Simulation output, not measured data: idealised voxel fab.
process module | voxel self aligned vias
cross-section cut | 220 nm wide | cells 5 nm
A cross-section is a grid of square cells, given in bands from the top down. A band is one or more rows of cells.
Each band's line starts with the height of the band's top and of its bottom, in nm. Then come its materials from left to right, each with its width in nm. One material with "throughout" fills the band from edge to edge. "air" is empty space.
Height 0 is the level under which the wafer as received is all one material. The lowest band goes on downwards, as in "0 down".
A width such as "30 to 40" changes by the same amount from each row of cells to the next, from the band's top row to its bottom row.
"no change" after a step means that no cell of the cross-section changed.
closed voids: empty space of 8 cells or more with no open way to the top, each as width x height at its distance from the left edge, in nm
after a step's settings: what the simulator itself notes on the step
overlay nm, on a step with a mask: how far to the right of its planned place the mask lay; to the left if negative
plan
1 op RECEIVE | material Si
2 op CONFORMAL_DEP | material SiO2 | thk nm 10
3 op CONFORMAL_DEP | material SiCN | thk nm 5
4 op DIRECTIONAL_DEP | material SiO2 | thk nm 25
5 op MASKED_ETCH | tone open | mask id LINES | width nm 30 | pitch nm 60 | etch materials SiO2 | depth nm 25 | overlay nm 0
6 op CONFORMAL_DEP | material TiN | thk nm 5
7 op FILL_DEP | material W | thk nm 10
8 op CMP | height nm 40
9 op SELECTIVE_ETCH | etch materials W Ru TiN | depth nm 10
10 op FILL_DEP | material SiN | thk nm 5
11 op CMP | height nm 40
12 op DIRECTIONAL_DEP | material SiO2 | thk nm 20
13 op DIRECTIONAL_DEP | material aC | thk nm 15
14 op PATTERN | tone open | mask id VIAS | material resist | width nm 40 | pitch nm 120 | thk nm 30 | overlay nm 0
15 op DIRECTIONAL_ETCH | etch materials aC | depth nm 15
16 op STRIP | etch materials resist
17 op DIRECTIONAL_ETCH | etch materials SiO2 | depth nm 20
18 op DIRECTIONAL_ETCH | etch materials SiN | depth nm 10
19 op STRIP | etch materials aC
20 op CONFORMAL_DEP | material TiN | thk nm 5
21 op FILL_DEP | material Cu | thk nm 5
22 op CMP | height nm 50
23 op CONFORMAL_DEP | material SiN | thk nm 5
varied across the wafers: height nm of step 22. The plan shows the first wafer's value. All wafers start alike
first wafer as received, after step 1
  0 down: Si throughout
  closed voids: none
each wafer at the end: cells of each material gained (+) or lost (-) since it was received, then its closed voids
height nm 50 | +28 Cu | +44 SiCN | +56 SiN | +274 SiO2 | +58 TiN | +24 W | closed voids: none
height nm 55 | +40 Cu | +44 SiCN | +56 SiN | +302 SiO2 | +62 TiN | +24 W | closed voids: none
height nm 60 | +52 Cu | +44 SiCN | +56 SiN | +330 SiO2 | +66 TiN | +24 W | closed voids: none
height nm 65 | +64 Cu | +44 SiCN | +56 SiN | +330 SiO2 | +98 TiN | +24 W | closed voids: none
height nm 70 | +108 Cu | +44 SiCN | +56 SiN | +330 SiO2 | +98 TiN | +24 W | closed voids: none
